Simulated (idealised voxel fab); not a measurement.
process module | voxel wiring stack
cross-section cut | 270 nm wide | cells 5 nm
A cross-section is a grid of square cells, given in bands from the top down. A band is one or more rows of cells.
Each band's line starts with the height of the band's top and of its bottom, in nm. Then come its materials from left to right, each with its width in nm. One material with "throughout" fills the band from edge to edge. "air" is empty space.
Height 0 is the level under which the wafer as received is all one material. The lowest band goes on downwards, as in "0 down".
A width such as "30 to 40" changes by the same amount from each row of cells to the next, from the band's top row to its bottom row.
"no change" after a step means that no cell of the cross-section changed.
closed voids: empty space of 8 cells or more with no open way to the top, each as width x height at its distance from the left edge, in nm
after a step's settings: what the simulator itself notes on the step
overlay nm, on a step with a mask: how far to the right of its planned place the mask lay; to the left if negative
plan
1 op RECEIVE | material Si
2 op CONFORMAL_DEP | material SiO2 | thk nm 15
3 op CONFORMAL_DEP | material SiN | thk nm 5
4 op DIRECTIONAL_DEP | material SiO2 | thk nm 20
5 op DIRECTIONAL_DEP | material aC | thk nm 10
6 op PATTERN | tone open | mask id METAL_1 | material resist | width nm 30 | pitch nm 55 | thk nm 30 | overlay nm 0
7 op DIRECTIONAL_ETCH | etch materials aC | depth nm 10
8 op STRIP | etch materials resist
9 op DIRECTIONAL_ETCH | etch materials SiO2 | depth nm 20
10 op DIRECTIONAL_ETCH | etch materials SiN | depth nm 5
11 op STRIP | etch materials aC
12 op CONFORMAL_DEP | material TiN | thk nm 5
13 op FILL_DEP | material Cu | thk nm 10
14 op CMP | height nm 40
15 op CONFORMAL_DEP | material SiCN | thk nm 5
16 op DIRECTIONAL_DEP | material lowk | thk nm 25
17 op PATTERN | tone open | mask id METAL_2 | material resist | width nm 30 | pitch nm 55 | thk nm 15 | overlay nm 0
18 op DIRECTIONAL_ETCH | etch materials lowk | depth nm 15
19 op STRIP | etch materials resist
20 op PATTERN | tone open | mask id METAL_2_HOLES | material resist | width nm 15 | pitch nm 110 | thk nm 15 | overlay nm 0
21 op DIRECTIONAL_ETCH | etch materials lowk | depth nm 10
22 op DIRECTIONAL_ETCH | etch materials SiCN | depth nm 5
23 op STRIP | etch materials resist
24 op CONFORMAL_DEP | material TiN | thk nm 5
25 op FILL_DEP | material Ru | thk nm 10
26 op CMP | height nm 70
27 op CONFORMAL_DEP | material SiN | thk nm 5
first wafer, as planned
as received, after step 1
  0 down: Si throughout
  closed voids: none
after step 2
  15 to 0: SiO2 throughout
  below 0: unchanged
after step 3
  20 to 15: SiN throughout
  below 15: unchanged
after step 4
  40 to 20: SiO2 throughout
  below 20: unchanged
after step 5
  50 to 40: aC throughout
  below 40: unchanged
after step 6
  80 to 50: resist 65 | air 30 | resist 25 | air 30 | resist 25 | air 30 | resist 65
  below 50: unchanged
after step 7
  70 to 50: resist 65 | air 30 | resist 25 | air 30 | resist 25 | air 30 | resist 65
  50 to 40: aC 65 | air 30 | aC 25 | air 30 | aC 25 | air 30 | aC 65
  below 40: unchanged
after step 8
  50 to 40: aC 65 | air 30 | aC 25 | air 30 | aC 25 | air 30 | aC 65
  below 40: unchanged
after step 9
  50 to 40: aC 65 | air 30 | aC 25 | air 30 | aC 25 | air 30 | aC 65
  40 to 20: SiO2 65 | air 30 | SiO2 25 | air 30 | SiO2 25 | air 30 | SiO2 65
  below 20: unchanged
after step 10
  50 to 40: aC 65 | air 30 | aC 25 | air 30 | aC 25 | air 30 | aC 65
  40 to 20: SiO2 65 | air 30 | SiO2 25 | air 30 | SiO2 25 | air 30 | SiO2 65
  20 to 15: SiN 65 | air 30 | SiN 25 | air 30 | SiN 25 | air 30 | SiN 65
  below 15: unchanged
after step 11
  40 to 20: SiO2 65 | air 30 | SiO2 25 | air 30 | SiO2 25 | air 30 | SiO2 65
  below 20: unchanged
after step 12
  45 to 40: TiN 70 | air 20 | TiN 35 | air 20 | TiN 35 | air 20 | TiN 70
  40 to 20: SiO2 65 | TiN 5 | air 20 | TiN 5 | SiO2 25 | TiN 5 | air 20 | TiN 5 | SiO2 25 | TiN 5 | air 20 | TiN 5 | SiO2 65
  20 to 15: SiN 65 | TiN 30 | SiN 25 | TiN 30 | SiN 25 | TiN 30 | SiN 65
  below 15: unchanged
after step 13
  55 to 45: Cu throughout
  45 to 40: TiN 70 | Cu 20 | TiN 35 | Cu 20 | TiN 35 | Cu 20 | TiN 70
  40 to 20: SiO2 65 | TiN 5 | Cu 20 | TiN 5 | SiO2 25 | TiN 5 | Cu 20 | TiN 5 | SiO2 25 | TiN 5 | Cu 20 | TiN 5 | SiO2 65
  below 20: unchanged
after step 14
  40 to 20: SiO2 65 | TiN 5 | Cu 20 | TiN 5 | SiO2 25 | TiN 5 | Cu 20 | TiN 5 | SiO2 25 | TiN 5 | Cu 20 | TiN 5 | SiO2 65
  below 20: unchanged
after step 15
  45 to 40: SiCN throughout
  below 40: unchanged
after step 16
  70 to 45: lowk throughout
  below 45: unchanged
after step 17
  85 to 70: resist 65 | air 30 | resist 25 | air 30 | resist 25 | air 30 | resist 65
  below 70: unchanged
after step 18
  85 to 70: resist 65 | air 30 | resist 25 | air 30 | resist 25 | air 30 | resist 65
  70 to 55: lowk 65 | air 30 | lowk 25 | air 30 | lowk 25 | air 30 | lowk 65
  below 55: unchanged
after step 19
  70 to 55: lowk 65 | air 30 | lowk 25 | air 30 | lowk 25 | air 30 | lowk 65
  below 55: unchanged
after step 20
  85 to 70: resist 65 | air 15 | resist 95 | air 15 | resist 80
  70 to 55: lowk 65 | air 15 | resist 15 | lowk 25 | resist 30 | lowk 25 | air 15 | resist 15 | lowk 65
  below 55: unchanged
after step 21
  85 to 70: resist 65 | air 15 | resist 95 | air 15 | resist 80
  70 to 55: lowk 65 | air 15 | resist 15 | lowk 25 | resist 30 | lowk 25 | air 15 | resist 15 | lowk 65
  55 to 45: lowk 65 | air 15 | lowk 95 | air 15 | lowk 80
  below 45: unchanged
after step 22
  85 to 70: resist 65 | air 15 | resist 95 | air 15 | resist 80
  70 to 55: lowk 65 | air 15 | resist 15 | lowk 25 | resist 30 | lowk 25 | air 15 | resist 15 | lowk 65
  55 to 45: lowk 65 | air 15 | lowk 95 | air 15 | lowk 80
  45 to 40: SiCN 65 | air 15 | SiCN 95 | air 15 | SiCN 80
  below 40: unchanged
after step 23
  70 to 55: lowk 65 | air 30 | lowk 25 | air 30 | lowk 25 | air 30 | lowk 65
  below 55: unchanged
after step 24
  75 to 70: TiN 70 | air 20 | TiN 35 | air 20 | TiN 35 | air 20 | TiN 70
  70 to 60: lowk 65 | TiN 5 | air 20 | TiN 5 | lowk 25 | TiN 5 | air 20 | TiN 5 | lowk 25 | TiN 5 | air 20 | TiN 5 | lowk 65
  60 to 55: lowk 65 | TiN 5 | air 5 | TiN 20 | lowk 25 | TiN 30 | lowk 25 | TiN 5 | air 5 | TiN 20 | lowk 65
  55 to 45: lowk 65 | TiN 5 | air 5 | TiN 5 | lowk 95 | TiN 5 | air 5 | TiN 5 | lowk 80
  45 to 40: SiCN 65 | TiN 15 | SiCN 95 | TiN 15 | SiCN 80
  below 40: unchanged
after step 25
  85 to 75: Ru throughout
  75 to 70: TiN 70 | Ru 20 | TiN 35 | Ru 20 | TiN 35 | Ru 20 | TiN 70
  70 to 60: lowk 65 | TiN 5 | Ru 20 | TiN 5 | lowk 25 | TiN 5 | Ru 20 | TiN 5 | lowk 25 | TiN 5 | Ru 20 | TiN 5 | lowk 65
  60 to 55: lowk 65 | TiN 5 | Ru 5 | TiN 20 | lowk 25 | TiN 30 | lowk 25 | TiN 5 | Ru 5 | TiN 20 | lowk 65
  55 to 45: lowk 65 | TiN 5 | Ru 5 | TiN 5 | lowk 95 | TiN 5 | Ru 5 | TiN 5 | lowk 80
  below 45: unchanged
after step 26
  70 to 60: lowk 65 | TiN 5 | Ru 20 | TiN 5 | lowk 25 | TiN 5 | Ru 20 | TiN 5 | lowk 25 | TiN 5 | Ru 20 | TiN 5 | lowk 65
  below 60: unchanged
after step 27
  75 to 70: SiN throughout
  below 70: unchanged
second wafer: like start, like plan, one mistake. Through step 14 it matches the first wafer
when step 15 should have ended
  45 to 40: SiN throughout
  below 40: unchanged
when step 16 should have ended
  70 to 45: lowk throughout
  below 45: unchanged
when step 17 should have ended
  85 to 70: resist 65 | air 30 | resist 25 | air 30 | resist 25 | air 30 | resist 65
  below 70: unchanged
when step 18 should have ended
  85 to 70: resist 65 | air 30 | resist 25 | air 30 | resist 25 | air 30 | resist 65
  70 to 55: lowk 65 | air 30 | lowk 25 | air 30 | lowk 25 | air 30 | lowk 65
  below 55: unchanged
when step 19 should have ended
  70 to 55: lowk 65 | air 30 | lowk 25 | air 30 | lowk 25 | air 30 | lowk 65
  below 55: unchanged
when step 20 should have ended
  85 to 70: resist 65 | air 15 | resist 95 | air 15 | resist 80
  70 to 55: lowk 65 | air 15 | resist 15 | lowk 25 | resist 30 | lowk 25 | air 15 | resist 15 | lowk 65
  below 55: unchanged
when step 21 should have ended
  85 to 70: resist 65 | air 15 | resist 95 | air 15 | resist 80
  70 to 55: lowk 65 | air 15 | resist 15 | lowk 25 | resist 30 | lowk 25 | air 15 | resist 15 | lowk 65
  55 to 45: lowk 65 | air 15 | lowk 95 | air 15 | lowk 80
  below 45: unchanged
when step 22 should have ended: no change
when step 23 should have ended
  70 to 55: lowk 65 | air 30 | lowk 25 | air 30 | lowk 25 | air 30 | lowk 65
  below 55: unchanged
when step 24 should have ended
  75 to 70: TiN 70 | air 20 | TiN 35 | air 20 | TiN 35 | air 20 | TiN 70
  70 to 60: lowk 65 | TiN 5 | air 20 | TiN 5 | lowk 25 | TiN 5 | air 20 | TiN 5 | lowk 25 | TiN 5 | air 20 | TiN 5 | lowk 65
  60 to 55: lowk 65 | TiN 5 | air 5 | TiN 20 | lowk 25 | TiN 30 | lowk 25 | TiN 5 | air 5 | TiN 20 | lowk 65
  55 to 50: lowk 65 | TiN 5 | air 5 | TiN 5 | lowk 95 | TiN 5 | air 5 | TiN 5 | lowk 80
  50 to 45: lowk 65 | TiN 15 | lowk 95 | TiN 15 | lowk 80
  below 45: unchanged
when step 25 should have ended
  85 to 75: Ru throughout
  75 to 70: TiN 70 | Ru 20 | TiN 35 | Ru 20 | TiN 35 | Ru 20 | TiN 70
  70 to 60: lowk 65 | TiN 5 | Ru 20 | TiN 5 | lowk 25 | TiN 5 | Ru 20 | TiN 5 | lowk 25 | TiN 5 | Ru 20 | TiN 5 | lowk 65
  60 to 55: lowk 65 | TiN 5 | Ru 5 | TiN 20 | lowk 25 | TiN 30 | lowk 25 | TiN 5 | Ru 5 | TiN 20 | lowk 65
  55 to 50: lowk 65 | TiN 5 | Ru 5 | TiN 5 | lowk 95 | TiN 5 | Ru 5 | TiN 5 | lowk 80
  below 50: unchanged
when step 26 should have ended
  70 to 60: lowk 65 | TiN 5 | Ru 20 | TiN 5 | lowk 25 | TiN 5 | Ru 20 | TiN 5 | lowk 25 | TiN 5 | Ru 20 | TiN 5 | lowk 65
  below 60: unchanged
when step 27 should have ended
  75 to 70: SiN throughout
  below 70: unchanged
what went wrong: step 15 ran as: op CONFORMAL_DEP | material SiN | thk nm 5
at the end the second wafer has, in cells: 2 fewer of Ru | 48 fewer of SiCN | 54 more of SiN | 4 fewer of TiN
